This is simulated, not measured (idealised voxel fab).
The document below concerns the process module designated voxel wiring stack.
The cross-section shown here is cut; it is 210 nm wide and divided into square cells measuring 5 nm on a side.
A cross-section is written here as square cells arranged in a grid, and it is given in bands from the top down, each band taking up one or more rows of cells. What a band's entry tells you: where the top is and where the bottom is, as heights in nm, and after that what lies inside, material by material from left to right, each with its width in nm. Empty space is written as the word "air", and a single material marked with the word "everywhere" occupies the band from edge to edge. We count height from 0. Below that, the starting wafer is all one material. The lowest band never ends at the bottom but goes on down; see "0 nm and below" for how that is written. A width given as "30 to 40" starts at the first number in the band's top row and ends at the second number in its bottom row, shifting by an equal amount at every step from row to row. The cross-section has no changed cell in any step marked "no change". "Voids, enclosed" enumerates empty spaces isolated from the top, with no open way to it, that contain at least 8 cells, giving each as width x height at distance from the left edge, all three in nm. The remark found on a step's line after its settings is issued by the simulator itself and pertains to that step. "overlay nm" on a masked step: distance the mask lay right of its planned place, negative for left. Pairs follow: section before one process step, section after it down to the lowest changed band, step with settings underneath. Pairs may come from different runs of this module on the same starting wafer; continuity with the pair above only as stated in the "Pre-step profile" entry.

Pre-step profile
85 nm to 80 nm = TiN=45 | air=10 | TiN=25 | air=10 | TiN=25 | air=10 | TiN=25 | air=10 | TiN=50
80 nm to 65 nm = SiO2=40 | TiN=5 | air=10 | TiN=5 | SiO2=15 | TiN=5 | air=10 | TiN=5 | SiO2=15 | TiN=5 | air=10 | TiN=5 | SiO2=15 | TiN=5 | air=10 | TiN=5 | SiO2=45
65 nm to 60 nm = SiO2=40 | TiN=5 | air=5 | TiN=10 | SiO2=15 | TiN=5 | air=5 | TiN=10 | SiO2=15 | TiN=5 | air=5 | TiN=10 | SiO2=15 | TiN=5 | air=5 | TiN=10 | SiO2=45
60 nm to 50 nm = SiO2=40 | TiN=5 | air=5 | TiN=5 | SiO2=20 | TiN=5 | air=5 | TiN=5 | SiO2=20 | TiN=5 | air=5 | TiN=5 | SiO2=20 | TiN=5 | air=5 | TiN=5 | SiO2=50
50 nm to 45 nm = SiCN=40 | TiN=15 | SiCN=20 | TiN=15 | SiCN=20 | TiN=15 | SiCN=20 | TiN=15 | SiCN=50
45 nm to 40 nm = TiN=45 | Cu=10 | TiN=25 | Cu=10 | TiN=25 | Cu=10 | TiN=25 | Cu=10 | TiN=50
40 nm to 20 nm = SiO2=40 | TiN=5 | Cu=10 | TiN=5 | SiO2=15 | TiN=5 | Cu=10 | TiN=5 | SiO2=15 | TiN=5 | Cu=10 | TiN=5 | SiO2=15 | TiN=5 | Cu=10 | TiN=5 | SiO2=45
20 nm to 15 nm = SiO2=40 | TiN=20 | SiO2=15 | TiN=20 | SiO2=15 | TiN=20 | SiO2=15 | TiN=20 | SiO2=45
15 nm to 0 nm = SiO2 everywhere
0 nm and below = Si everywhere
Voids, enclosed: none

Structure After Step
95 nm to 85 nm = Cu everywhere
85 nm to 80 nm = TiN=45 | Cu=10 | TiN=25 | Cu=10 | TiN=25 | Cu=10 | TiN=25 | Cu=10 | TiN=50
80 nm to 65 nm = SiO2=40 | TiN=5 | Cu=10 | TiN=5 | SiO2=15 | TiN=5 | Cu=10 | TiN=5 | SiO2=15 | TiN=5 | Cu=10 | TiN=5 | SiO2=15 | TiN=5 | Cu=10 | TiN=5 | SiO2=45
65 nm to 60 nm = SiO2=40 | TiN=5 | Cu=5 | TiN=10 | SiO2=15 | TiN=5 | Cu=5 | TiN=10 | SiO2=15 | TiN=5 | Cu=5 | TiN=10 | SiO2=15 | TiN=5 | Cu=5 | TiN=10 | SiO2=45
60 nm to 50 nm = SiO2=40 | TiN=5 | Cu=5 | TiN=5 | SiO2=20 | TiN=5 | Cu=5 | TiN=5 | SiO2=20 | TiN=5 | Cu=5 | TiN=5 | SiO2=20 | TiN=5 | Cu=5 | TiN=5 | SiO2=50
below 50: unchanged
Voids, enclosed: none
Step that separates the before view from the after view above: FILL_DEP with material Cu, thk nm 10

Pre-step profile: as in the pair right above, post-step view.

Structure After Step
80 nm to 65 nm = SiO2=40 | TiN=5 | Cu=10 | TiN=5 | SiO2=15 | TiN=5 | Cu=10 | TiN=5 | SiO2=15 | TiN=5 | Cu=10 | TiN=5 | SiO2=15 | TiN=5 | Cu=10 | TiN=5 | SiO2=45
below 65: unchanged
Voids, enclosed: none
Step that separates the before view from the after view above: CMP with height nm 80

Pre-step profile: as in the pair right above, post-step view.

Structure After Step
85 nm to 80 nm = SiCN everywhere
below 80: unchanged
Voids, enclosed: none
Step that separates the before view from the after view above: CONFORMAL_DEP with material SiCN, thk nm 5

Pre-step profile: as in the pair right above, post-step view.

Structure After Step
115 nm to 85 nm = SiO2 everywhere
below 85: unchanged
Voids, enclosed: none
Step that separates the before view from the after view above: DIRECTIONAL_DEP with material SiO2, thk nm 30

Pre-step profile: as in the pair right above, post-step view.

Structure After Step
115 nm to 85 nm = SiO2=40 | air=15 | SiO2=55 | air=15 | SiO2=85
below 85: unchanged
Voids, enclosed: none
Step that separates the before view from the after view above: MASKED_ETCH with tone open, mask id METAL_3_HOLES, width nm 15, pitch nm 70, etch materials SiO2, depth nm 30, overlay nm 0

Pre-step profile: as in the pair right above, post-step view.

Structure After Step
130 nm to 115 nm = aC=40 | air=15 | aC=55 | air=15 | aC=85
115 nm to 100 nm = SiO2=40 | air=15 | SiO2=55 | air=15 | SiO2=85
100 nm to 85 nm = SiO2=40 | aC=15 | SiO2=55 | aC=15 | SiO2=85
below 85: unchanged
Voids, enclosed: none
Step that separates the before view from the after view above: DIRECTIONAL_DEP with material aC, thk nm 15

Pre-step profile: as in the pair right above, post-step view.

Structure After Step
165 nm to 130 nm = resist=40 | air=20 | resist=15 | air=20 | resist=15 | air=20 | resist=15 | air=20 | resist=45
below 130: unchanged
Voids, enclosed: none
Step that separates the before view from the after view above: PATTERN with tone open, mask id METAL_3, material resist, width nm 20, pitch nm 35, thk nm 35, overlay nm 0

Pre-step profile: as in the pair right above, post-step view.

Structure After Step
150 nm to 130 nm = resist=40 | air=20 | resist=15 | air=20 | resist=15 | air=20 | resist=15 | air=20 | resist=45
130 nm to 115 nm = aC=40 | air=20 | aC=15 | air=20 | aC=15 | air=20 | aC=15 | air=20 | aC=45
115 nm to 85 nm = SiO2=40 | air=15 | SiO2=55 | air=15 | SiO2=85
below 85: unchanged
Voids, enclosed: none
Step that separates the before view from the after view above: DIRECTIONAL_ETCH with etch materials aC, depth nm 15

Pre-step profile: as in the pair right above, post-step view.

Structure After Step
130 nm to 115 nm = aC=40 | air=20 | aC=15 | air=20 | aC=15 | air=20 | aC=15 | air=20 | aC=45
below 115: unchanged
Voids, enclosed: none
Step that separates the before view from the after view above: STRIP with etch materials resist

Pre-step profile: as in the pair right above, post-step view.

Structure After Step
130 nm to 115 nm = aC=40 | air=20 | aC=15 | air=20 | aC=15 | air=20 | aC=15 | air=20 | aC=45
115 nm to 95 nm = SiO2=40 | air=20 | SiO2=15 | air=20 | SiO2=15 | air=20 | SiO2=15 | air=20 | SiO2=45
below 95: unchanged
Voids, enclosed: none
Step that separates the before view from the after view above: DIRECTIONAL_ETCH with etch materials SiO2, depth nm 20

Pre-step profile: as in the pair right above, post-step view.

Structure After Step
130 nm to 115 nm = aC=40 | air=20 | aC=15 | air=20 | aC=15 | air=20 | aC=15 | air=20 | aC=45
115 nm to 95 nm = SiO2=40 | air=20 | SiO2=15 | air=20 | SiO2=15 | air=20 | SiO2=15 | air=20 | SiO2=45
95 nm to 85 nm = SiO2=40 | air=15 | SiO2=55 | air=15 | SiO2=85
85 nm to 80 nm = SiCN=40 | air=15 | SiCN=55 | air=15 | SiCN=85
below 80: unchanged
Voids, enclosed: none
Step that separates the before view from the after view above: DIRECTIONAL_ETCH with etch materials SiCN, depth nm 5

Pre-step profile: as in the pair right above, post-step view.

Structure After Step
115 nm to 95 nm = SiO2=40 | air=20 | SiO2=15 | air=20 | SiO2=15 | air=20 | SiO2=15 | air=20 | SiO2=45
below 95: unchanged
Voids, enclosed: none
Step that separates the before view from the after view above: STRIP with etch materials aC

Pre-step profile: as in the pair right above, post-step view.

Structure After Step
120 nm to 115 nm = TiN=45 | air=10 | TiN=25 | air=10 | TiN=25 | air=10 | TiN=25 | air=10 | TiN=50
115 nm to 100 nm = SiO2=40 | TiN=5 | air=10 | TiN=5 | SiO2=15 | TiN=5 | air=10 | TiN=5 | SiO2=15 | TiN=5 | air=10 | TiN=5 | SiO2=15 | TiN=5 | air=10 | TiN=5 | SiO2=45
100 nm to 95 nm = SiO2=40 | TiN=5 | air=5 | TiN=10 | SiO2=15 | TiN=20 | SiO2=15 | TiN=5 | air=5 | TiN=10 | SiO2=15 | TiN=20 | SiO2=45
95 nm to 85 nm = SiO2=40 | TiN=5 | air=5 | TiN=5 | SiO2=55 | TiN=5 | air=5 | TiN=5 | SiO2=85
85 nm to 80 nm = SiCN=40 | TiN=15 | SiCN=55 | TiN=15 | SiCN=85
below 80: unchanged
Voids, enclosed: none
Step that separates the before view from the after view above: CONFORMAL_DEP with material TiN, thk nm 5

Pre-step profile: as in the pair right above, post-step view.

Structure After Step
125 nm to 120 nm = Cu everywhere
120 nm to 115 nm = TiN=45 | Cu=10 | TiN=25 | Cu=10 | TiN=25 | Cu=10 | TiN=25 | Cu=10 | TiN=50
115 nm to 100 nm = SiO2=40 | TiN=5 | Cu=10 | TiN=5 | SiO2=15 | TiN=5 | Cu=10 | TiN=5 | SiO2=15 | TiN=5 | Cu=10 | TiN=5 | SiO2=15 | TiN=5 | Cu=10 | TiN=5 | SiO2=45
100 nm to 95 nm = SiO2=40 | TiN=5 | Cu=5 | TiN=10 | SiO2=15 | TiN=20 | SiO2=15 | TiN=5 | Cu=5 | TiN=10 | SiO2=15 | TiN=20 | SiO2=45
95 nm to 85 nm = SiO2=40 | TiN=5 | Cu=5 | TiN=5 | SiO2=55 | TiN=5 | Cu=5 | TiN=5 | SiO2=85
below 85: unchanged
Voids, enclosed: none
Step that separates the before view from the after view above: FILL_DEP with material Cu, thk nm 5

Pre-step profile: as in the pair right above, post-step view.

Structure After Step
115 nm to 100 nm = SiO2=40 | TiN=5 | Cu=10 | TiN=5 | SiO2=15 | TiN=5 | Cu=10 | TiN=5 | SiO2=15 | TiN=5 | Cu=10 | TiN=5 | SiO2=15 | TiN=5 | Cu=10 | TiN=5 | SiO2=45
below 100: unchanged
Voids, enclosed: none
Step that separates the before view from the after view above: CMP with height nm 115

Pre-step profile: as in the pair right above, post-step view.

Structure After Step
120 nm to 115 nm = SiCN everywhere
below 115: unchanged
Voids, enclosed: none
Step that separates the before view from the after view above: CONFORMAL_DEP with material SiCN, thk nm 5

Pre-step profile
80 nm to 50 nm = SiO2 everywhere
50 nm to 45 nm = SiCN everywhere
45 nm to 20 nm = SiO2=40 | TiN=5 | Cu=10 | TiN=5 | SiO2=15 | TiN=5 | Cu=10 | TiN=5 | SiO2=15 | TiN=5 | Cu=10 | TiN=5 | SiO2=15 | TiN=5 | Cu=10 | TiN=5 | SiO2=45
20 nm to 15 nm = SiCN=40 | TiN=20 | SiCN=15 | TiN=20 | SiCN=15 | TiN=20 | SiCN=15 | TiN=20 | SiCN=45
15 nm to 0 nm = SiO2 everywhere
0 nm and below = Si everywhere
Voids, enclosed: none

Structure After Step
110 nm to 50 nm = SiO2 everywhere
below 50: unchanged
Voids, enclosed: none
Step that separates the before view from the after view above: DIRECTIONAL_DEP with material SiO2, thk nm 30

Pre-step profile: as in the pair right above, post-step view.

Structure After Step
120 nm to 110 nm = aC everywhere
below 110: unchanged
Voids, enclosed: none
Step that separates the before view from the after view above: DIRECTIONAL_DEP with material aC, thk nm 10

Pre-step profile: as in the pair right above, post-step view.

Structure After Step
145 nm to 120 nm = resist=40 | air=15 | resist=20 | air=15 | resist=20 | air=15 | resist=20 | air=15 | resist=50
below 120: unchanged
Voids, enclosed: none
Step that separates the before view from the after view above: PATTERN with tone open, mask id METAL_2_HOLES, material resist, width nm 15, pitch nm 35, thk nm 25, overlay nm 0

Pre-step profile: as in the pair right above, post-step view.

Structure After Step
135 nm to 120 nm = resist=40 | air=15 | resist=20 | air=15 | resist=20 | air=15 | resist=20 | air=15 | resist=50
120 nm to 110 nm = aC=40 | air=15 | aC=20 | air=15 | aC=20 | air=15 | aC=20 | air=15 | aC=50
below 110: unchanged
Voids, enclosed: none
Step that separates the before view from the after view above: DIRECTIONAL_ETCH with etch materials aC, depth nm 10

Pre-step profile: as in the pair right above, post-step view.

Structure After Step
120 nm to 110 nm = aC=40 | air=15 | aC=20 | air=15 | aC=20 | air=15 | aC=20 | air=15 | aC=50
below 110: unchanged
Voids, enclosed: none
Step that separates the before view from the after view above: STRIP with etch materials resist

Pre-step profile: as in the pair right above, post-step view.

Structure After Step
120 nm to 110 nm = aC=40 | air=15 | aC=20 | air=15 | aC=20 | air=15 | aC=20 | air=15 | aC=50
110 nm to 80 nm = SiO2=40 | air=15 | SiO2=20 | air=15 | SiO2=20 | air=15 | SiO2=20 | air=15 | SiO2=50
below 80: unchanged
Voids, enclosed: none
Step that separates the before view from the after view above: DIRECTIONAL_ETCH with etch materials SiO2, depth nm 30

Pre-step profile: as in the pair right above, post-step view.

Structure After Step
110 nm to 80 nm = SiO2=40 | air=15 | SiO2=20 | air=15 | SiO2=20 | air=15 | SiO2=20 | air=15 | SiO2=50
below 80: unchanged
Voids, enclosed: none
Step that separates the before view from the after view above: STRIP with etch materials aC

Pre-step profile: as in the pair right above, post-step view.

Structure After Step
125 nm to 110 nm = aC=40 | air=15 | aC=20 | air=15 | aC=20 | air=15 | aC=20 | air=15 | aC=50
110 nm to 95 nm = SiO2=40 | air=15 | SiO2=20 | air=15 | SiO2=20 | air=15 | SiO2=20 | air=15 | SiO2=50
95 nm to 80 nm = SiO2=40 | aC=15 | SiO2=20 | aC=15 | SiO2=20 | aC=15 | SiO2=20 | aC=15 | SiO2=50
below 80: unchanged
Voids, enclosed: none
Step that separates the before view from the after view above: DIRECTIONAL_DEP with material aC, thk nm 15

Pre-step profile: as in the pair right above, post-step view.

Structure After Step
155 nm to 125 nm = resist=40 | air=20 | resist=15 | air=20 | resist=15 | air=20 | resist=15 | air=20 | resist=45
below 125: unchanged
Voids, enclosed: none
Step that separates the before view from the after view above: PATTERN with tone open, mask id METAL_2, material resist, width nm 20, pitch nm 35, thk nm 30, overlay nm 0

Pre-step profile: as in the pair right above, post-step view.

Structure After Step
140 nm to 125 nm = resist=40 | air=20 | resist=15 | air=20 | resist=15 | air=20 | resist=15 | air=20 | resist=45
125 nm to 110 nm = aC=40 | air=20 | aC=15 | air=20 | aC=15 | air=20 | aC=15 | air=20 | aC=45
110 nm to 80 nm = SiO2=40 | air=15 | SiO2=20 | air=15 | SiO2=20 | air=15 | SiO2=20 | air=15 | SiO2=50
below 80: unchanged
Voids, enclosed: none
Step that separates the before view from the after view above: DIRECTIONAL_ETCH with etch materials aC, depth nm 15

Pre-step profile: as in the pair right above, post-step view.

Structure After Step
125 nm to 110 nm = aC=40 | air=20 | aC=15 | air=20 | aC=15 | air=20 | aC=15 | air=20 | aC=45
below 110: unchanged
Voids, enclosed: none
Step that separates the before view from the after view above: STRIP with etch materials resist

Pre-step profile: as in the pair right above, post-step view.

Structure After Step
125 nm to 110 nm = aC=40 | air=20 | aC=15 | air=20 | aC=15 | air=20 | aC=15 | air=20 | aC=45
110 nm to 90 nm = SiO2=40 | air=20 | SiO2=15 | air=20 | SiO2=15 | air=20 | SiO2=15 | air=20 | SiO2=45
90 nm to 60 nm = SiO2=40 | air=15 | SiO2=20 | air=15 | SiO2=20 | air=15 | SiO2=20 | air=15 | SiO2=50
below 60: unchanged
Voids, enclosed: none
Step that separates the before view from the after view above: DIRECTIONAL_ETCH with etch materials SiO2, depth nm 20

Pre-step profile: as in the pair right above, post-step view.

Structure After Step
110 nm to 90 nm = SiO2=40 | air=20 | SiO2=15 | air=20 | SiO2=15 | air=20 | SiO2=15 | air=20 | SiO2=45
below 90: unchanged
Voids, enclosed: none
Step that separates the before view from the after view above: STRIP with etch materials aC

Pre-step profile: as in the pair right above, post-step view.

Structure After Step
115 nm to 110 nm = TiN=45 | air=10 | TiN=25 | air=10 | TiN=25 | air=10 | TiN=25 | air=10 | TiN=50
110 nm to 95 nm = SiO2=40 | TiN=5 | air=10 | TiN=5 | SiO2=15 | TiN=5 | air=10 | TiN=5 | SiO2=15 | TiN=5 | air=10 | TiN=5 | SiO2=15 | TiN=5 | air=10 | TiN=5 | SiO2=45
95 nm to 90 nm = SiO2=40 | TiN=5 | air=5 | TiN=10 | SiO2=15 | TiN=5 | air=5 | TiN=10 | SiO2=15 | TiN=5 | air=5 | TiN=10 | SiO2=15 | TiN=5 | air=5 | TiN=10 | SiO2=45
90 nm to 65 nm = SiO2=40 | TiN=5 | air=5 | TiN=5 | SiO2=20 | TiN=5 | air=5 | TiN=5 | SiO2=20 | TiN=5 | air=5 | TiN=5 | SiO2=20 | TiN=5 | air=5 | TiN=5 | SiO2=50
65 nm to 60 nm = SiO2=40 | TiN=15 | SiO2=20 | TiN=15 | SiO2=20 | TiN=15 | SiO2=20 | TiN=15 | SiO2=50
below 60: unchanged
Voids, enclosed: none
Step that separates the before view from the after view above: CONFORMAL_DEP with material TiN, thk nm 5

Pre-step profile: as in the pair right above, post-step view.

Structure After Step
125 nm to 115 nm = Cu everywhere
115 nm to 110 nm = TiN=45 | Cu=10 | TiN=25 | Cu=10 | TiN=25 | Cu=10 | TiN=25 | Cu=10 | TiN=50
110 nm to 95 nm = SiO2=40 | TiN=5 | Cu=10 | TiN=5 | SiO2=15 | TiN=5 | Cu=10 | TiN=5 | SiO2=15 | TiN=5 | Cu=10 | TiN=5 | SiO2=15 | TiN=5 | Cu=10 | TiN=5 | SiO2=45
95 nm to 90 nm = SiO2=40 | TiN=5 | Cu=5 | TiN=10 | SiO2=15 | TiN=5 | Cu=5 | TiN=10 | SiO2=15 | TiN=5 | Cu=5 | TiN=10 | SiO2=15 | TiN=5 | Cu=5 | TiN=10 | SiO2=45
90 nm to 65 nm = SiO2=40 | TiN=5 | Cu=5 | TiN=5 | SiO2=20 | TiN=5 | Cu=5 | TiN=5 | SiO2=20 | TiN=5 | Cu=5 | TiN=5 | SiO2=20 | TiN=5 | Cu=5 | TiN=5 | SiO2=50
below 65: unchanged
Voids, enclosed: none
Step that separates the before view from the after view above: FILL_DEP with material Cu, thk nm 10

Pre-step profile: as in the pair right above, post-step view.

Structure After Step
80 nm to 65 nm = SiO2=40 | TiN=5 | Cu=5 | TiN=5 | SiO2=20 | TiN=5 | Cu=5 | TiN=5 | SiO2=20 | TiN=5 | Cu=5 | TiN=5 | SiO2=20 | TiN=5 | Cu=5 | TiN=5 | SiO2=50
below 65: unchanged
Voids, enclosed: none
Step that separates the before view from the after view above: CMP with height nm 80

Pre-step profile: as in the pair right above, post-step view.

Structure After Step
85 nm to 80 nm = SiCN everywhere
below 80: unchanged
Voids, enclosed: none
Step that separates the before view from the after view above: CONFORMAL_DEP with material SiCN, thk nm 5

Pre-step profile: as in the pair right above, post-step view.

Structure After Step
115 nm to 85 nm = SiO2 everywhere
below 85: unchanged
Voids, enclosed: none
Step that separates the before view from the after view above: DIRECTIONAL_DEP with material SiO2, thk nm 30

Pre-step profile: as in the pair right above, post-step view.

Structure After Step
115 nm to 85 nm = SiO2=40 | air=15 | SiO2=55 | air=15 | SiO2=85
below 85: unchanged
Voids, enclosed: none
Step that separates the before view from the after view above: MASKED_ETCH with tone open, mask id METAL_3_HOLES, width nm 15, pitch nm 70, etch materials SiO2, depth nm 30, overlay nm 0

Pre-step profile: as in the pair right above, post-step view.

Structure After Step
130 nm to 115 nm = aC=40 | air=15 | aC=55 | air=15 | aC=85
115 nm to 100 nm = SiO2=40 | air=15 | SiO2=55 | air=15 | SiO2=85
100 nm to 85 nm = SiO2=40 | aC=15 | SiO2=55 | aC=15 | SiO2=85
below 85: unchanged
Voids, enclosed: none
Step that separates the before view from the after view above: DIRECTIONAL_DEP with material aC, thk nm 15

Pre-step profile: as in the pair right above, post-step view.

Structure After Step
165 nm to 130 nm = resist=40 | air=20 | resist=15 | air=20 | resist=15 | air=20 | resist=15 | air=20 | resist=45
below 130: unchanged
Voids, enclosed: none
Step that separates the before view from the after view above: PATTERN with tone open, mask id METAL_3, material resist, width nm 20, pitch nm 35, thk nm 35, overlay nm 0

Pre-step profile: as in the pair right above, post-step view.

Structure After Step
150 nm to 130 nm = resist=40 | air=20 | resist=15 | air=20 | resist=15 | air=20 | resist=15 | air=20 | resist=45
130 nm to 115 nm = aC=40 | air=20 | aC=15 | air=20 | aC=15 | air=20 | aC=15 | air=20 | aC=45
115 nm to 85 nm = SiO2=40 | air=15 | SiO2=55 | air=15 | SiO2=85
below 85: unchanged
Voids, enclosed: none
Step that separates the before view from the after view above: DIRECTIONAL_ETCH with etch materials aC, depth nm 15

Pre-step profile: as in the pair right above, post-step view.

Structure After Step
130 nm to 115 nm = aC=40 | air=20 | aC=15 | air=20 | aC=15 | air=20 | aC=15 | air=20 | aC=45
below 115: unchanged
Voids, enclosed: none
Step that separates the before view from the after view above: STRIP with etch materials resist

Pre-step profile: as in the pair right above, post-step view.

Structure After Step
130 nm to 115 nm = aC=40 | air=20 | aC=15 | air=20 | aC=15 | air=20 | aC=15 | air=20 | aC=45
115 nm to 95 nm = SiO2=40 | air=20 | SiO2=15 | air=20 | SiO2=15 | air=20 | SiO2=15 | air=20 | SiO2=45
below 95: unchanged
Voids, enclosed: none
Step that separates the before view from the after view above: DIRECTIONAL_ETCH with etch materials SiO2, depth nm 20

Pre-step profile: as in the pair right above, post-step view.

Structure After Step
130 nm to 115 nm = aC=40 | air=20 | aC=15 | air=20 | aC=15 | air=20 | aC=15 | air=20 | aC=45
115 nm to 95 nm = SiO2=40 | air=20 | SiO2=15 | air=20 | SiO2=15 | air=20 | SiO2=15 | air=20 | SiO2=45
95 nm to 85 nm = SiO2=40 | air=15 | SiO2=55 | air=15 | SiO2=85
85 nm to 80 nm = SiCN=40 | air=15 | SiCN=55 | air=15 | SiCN=85
below 80: unchanged
Voids, enclosed: none
Step that separates the before view from the after view above: DIRECTIONAL_ETCH with etch materials SiCN, depth nm 5

Pre-step profile: as in the pair right above, post-step view.

Structure After Step
115 nm to 95 nm = SiO2=40 | air=20 | SiO2=15 | air=20 | SiO2=15 | air=20 | SiO2=15 | air=20 | SiO2=45
below 95: unchanged
Voids, enclosed: none
Step that separates the before view from the after view above: STRIP with etch materials aC

Pre-step profile: as in the pair right above, post-step view.

Structure After Step
120 nm to 115 nm = TiN=45 | air=10 | TiN=25 | air=10 | TiN=25 | air=10 | TiN=25 | air=10 | TiN=50
115 nm to 100 nm = SiO2=40 | TiN=5 | air=10 | TiN=5 | SiO2=15 | TiN=5 | air=10 | TiN=5 | SiO2=15 | TiN=5 | air=10 | TiN=5 | SiO2=15 | TiN=5 | air=10 | TiN=5 | SiO2=45
100 nm to 95 nm = SiO2=40 | TiN=5 | air=5 | TiN=10 | SiO2=15 | TiN=20 | SiO2=15 | TiN=5 | air=5 | TiN=10 | SiO2=15 | TiN=20 | SiO2=45
95 nm to 85 nm = SiO2=40 | TiN=5 | air=5 | TiN=5 | SiO2=55 | TiN=5 | air=5 | TiN=5 | SiO2=85
85 nm to 80 nm = SiCN=40 | TiN=15 | SiCN=55 | TiN=15 | SiCN=85
below 80: unchanged
Voids, enclosed: none
Step that separates the before view from the after view above: CONFORMAL_DEP with material TiN, thk nm 5

Pre-step profile: as in the pair right above, post-step view.

Structure After Step
125 nm to 120 nm = Cu everywhere
120 nm to 115 nm = TiN=45 | Cu=10 | TiN=25 | Cu=10 | TiN=25 | Cu=10 | TiN=25 | Cu=10 | TiN=50
115 nm to 100 nm = SiO2=40 | TiN=5 | Cu=10 | TiN=5 | SiO2=15 | TiN=5 | Cu=10 | TiN=5 | SiO2=15 | TiN=5 | Cu=10 | TiN=5 | SiO2=15 | TiN=5 | Cu=10 | TiN=5 | SiO2=45
100 nm to 95 nm = SiO2=40 | TiN=5 | Cu=5 | TiN=10 | SiO2=15 | TiN=20 | SiO2=15 | TiN=5 | Cu=5 | TiN=10 | SiO2=15 | TiN=20 | SiO2=45
95 nm to 85 nm = SiO2=40 | TiN=5 | Cu=5 | TiN=5 | SiO2=55 | TiN=5 | Cu=5 | TiN=5 | SiO2=85
below 85: unchanged
Voids, enclosed: none
Step that separates the before view from the after view above: FILL_DEP with material Cu, thk nm 5

Pre-step profile: as in the pair right above, post-step view.

Structure After Step
115 nm to 100 nm = SiO2=40 | TiN=5 | Cu=10 | TiN=5 | SiO2=15 | TiN=5 | Cu=10 | TiN=5 | SiO2=15 | TiN=5 | Cu=10 | TiN=5 | SiO2=15 | TiN=5 | Cu=10 | TiN=5 | SiO2=45
below 100: unchanged
Voids, enclosed: none
Step that separates the before view from the after view above: CMP with height nm 115

Pre-step profile: as in the pair right above, post-step view.

Structure After Step
120 nm to 115 nm = SiCN everywhere
below 115: unchanged
Voids, enclosed: none
Step that separates the before view from the after view above: CONFORMAL_DEP with material SiCN, thk nm 5

Pre-step profile
45 nm to 20 nm = SiO2=40 | TiN=5 | Cu=10 | TiN=5 | SiO2=15 | TiN=5 | Cu=10 | TiN=5 | SiO2=15 | TiN=5 | Cu=10 | TiN=5 | SiO2=15 | TiN=5 | Cu=10 | TiN=5 | SiO2=45
20 nm to 15 nm = SiCN=40 | TiN=20 | SiCN=15 | TiN=20 | SiCN=15 | TiN=20 | SiCN=15 | TiN=20 | SiCN=45
15 nm to 0 nm = SiO2 everywhere
0 nm and below = Si everywhere
Voids, enclosed: none

Structure After Step
75 nm to 45 nm = SiO2 everywhere
below 45: unchanged
Voids, enclosed: none
Step that separates the before view from the after view above: DIRECTIONAL_DEP with material SiO2, thk nm 30

Pre-step profile: as in the pair right above, post-step view.

Structure After Step
80 nm to 75 nm = SiCN everywhere
below 75: unchanged
Voids, enclosed: none
Step that separates the before view from the after view above: CONFORMAL_DEP with material SiCN, thk nm 5

Pre-step profile: as in the pair right above, post-step view.

Structure After Step
90 nm to 80 nm = aC everywhere
below 80: unchanged
Voids, enclosed: none
Step that separates the before view from the after view above: DIRECTIONAL_DEP with material aC, thk nm 10

Pre-step profile: as in the pair right above, post-step view.

Structure After Step
115 nm to 90 nm = resist=40 | air=15 | resist=20 | air=15 | resist=20 | air=15 | resist=20 | air=15 | resist=50
below 90: unchanged
Voids, enclosed: none
Step that separates the before view from the after view above: PATTERN with tone open, mask id METAL_2_HOLES, material resist, width nm 15, pitch nm 35, thk nm 25, overlay nm 0

Pre-step profile: as in the pair right above, post-step view.

Structure After Step
105 nm to 90 nm = resist=40 | air=15 | resist=20 | air=15 | resist=20 | air=15 | resist=20 | air=15 | resist=50
90 nm to 80 nm = aC=40 | air=15 | aC=20 | air=15 | aC=20 | air=15 | aC=20 | air=15 | aC=50
below 80: unchanged
Voids, enclosed: none
Step that separates the before view from the after view above: DIRECTIONAL_ETCH with etch materials aC, depth nm 10

Pre-step profile: as in the pair right above, post-step view.

Structure After Step
90 nm to 80 nm = aC=40 | air=15 | aC=20 | air=15 | aC=20 | air=15 | aC=20 | air=15 | aC=50
below 80: unchanged
Voids, enclosed: none
Step that separates the before view from the after view above: STRIP with etch materials resist

Pre-step profile: as in the pair right above, post-step view.

Structure After Step
80 nm to 75 nm = SiCN everywhere
below 75: unchanged
Voids, enclosed: none
Step that separates the before view from the after view above: STRIP with etch materials aC

Pre-step profile: as in the pair right above, post-step view.

Structure After Step
95 nm to 80 nm = aC everywhere
below 80: unchanged
Voids, enclosed: none
Step that separates the before view from the after view above: DIRECTIONAL_DEP with material aC, thk nm 15

Pre-step profile: as in the pair right above, post-step view.

Structure After Step
125 nm to 95 nm = resist=40 | air=20 | resist=15 | air=20 | resist=15 | air=20 | resist=15 | air=20 | resist=45
below 95: unchanged
Voids, enclosed: none
Step that separates the before view from the after view above: PATTERN with tone open, mask id METAL_2, material resist, width nm 20, pitch nm 35, thk nm 30, overlay nm 0

Pre-step profile: as in the pair right above, post-step view.

Structure After Step
110 nm to 95 nm = resist=40 | air=20 | resist=15 | air=20 | resist=15 | air=20 | resist=15 | air=20 | resist=45
95 nm to 80 nm = aC=40 | air=20 | aC=15 | air=20 | aC=15 | air=20 | aC=15 | air=20 | aC=45
below 80: unchanged
Voids, enclosed: none
Step that separates the before view from the after view above: DIRECTIONAL_ETCH with etch materials aC, depth nm 15

Pre-step profile: as in the pair right above, post-step view.

Structure After Step
95 nm to 80 nm = aC=40 | air=20 | aC=15 | air=20 | aC=15 | air=20 | aC=15 | air=20 | aC=45
below 80: unchanged
Voids, enclosed: none
Step that separates the before view from the after view above: STRIP with etch materials resist

Pre-step profile: as in the pair right above, post-step view.

Structure After Step
95 nm to 80 nm = aC=40 | air=20 | aC=15 | air=20 | aC=15 | air=20 | aC=15 | air=20 | aC=45
80 nm to 75 nm = SiCN=40 | air=20 | SiCN=15 | air=20 | SiCN=15 | air=20 | SiCN=15 | air=20 | SiCN=45
below 75: unchanged
Voids, enclosed: none
Step that separates the before view from the after view above: DIRECTIONAL_ETCH with etch materials SiCN, depth nm 5

Pre-step profile: as in the pair right above, post-step view.

Structure After Step
80 nm to 75 nm = SiCN=40 | air=20 | SiCN=15 | air=20 | SiCN=15 | air=20 | SiCN=15 | air=20 | SiCN=45
below 75: unchanged
Voids, enclosed: none
Step that separates the before view from the after view above: STRIP with etch materials aC

Pre-step profile: as in the pair right above, post-step view.

Structure After Step
85 nm to 80 nm = TiN=45 | air=10 | TiN=25 | air=10 | TiN=25 | air=10 | TiN=25 | air=10 | TiN=50
80 nm to 75 nm = SiCN=40 | TiN=20 | SiCN=15 | TiN=20 | SiCN=15 | TiN=20 | SiCN=15 | TiN=20 | SiCN=45
below 75: unchanged
Voids, enclosed: none
Step that separates the before view from the after view above: CONFORMAL_DEP with material TiN, thk nm 5

Pre-step profile: as in the pair right above, post-step view.

Structure After Step
95 nm to 85 nm = Cu everywhere
85 nm to 80 nm = TiN=45 | Cu=10 | TiN=25 | Cu=10 | TiN=25 | Cu=10 | TiN=25 | Cu=10 | TiN=50
below 80: unchanged
Voids, enclosed: none
Step that separates the before view from the after view above: FILL_DEP with material Cu, thk nm 10
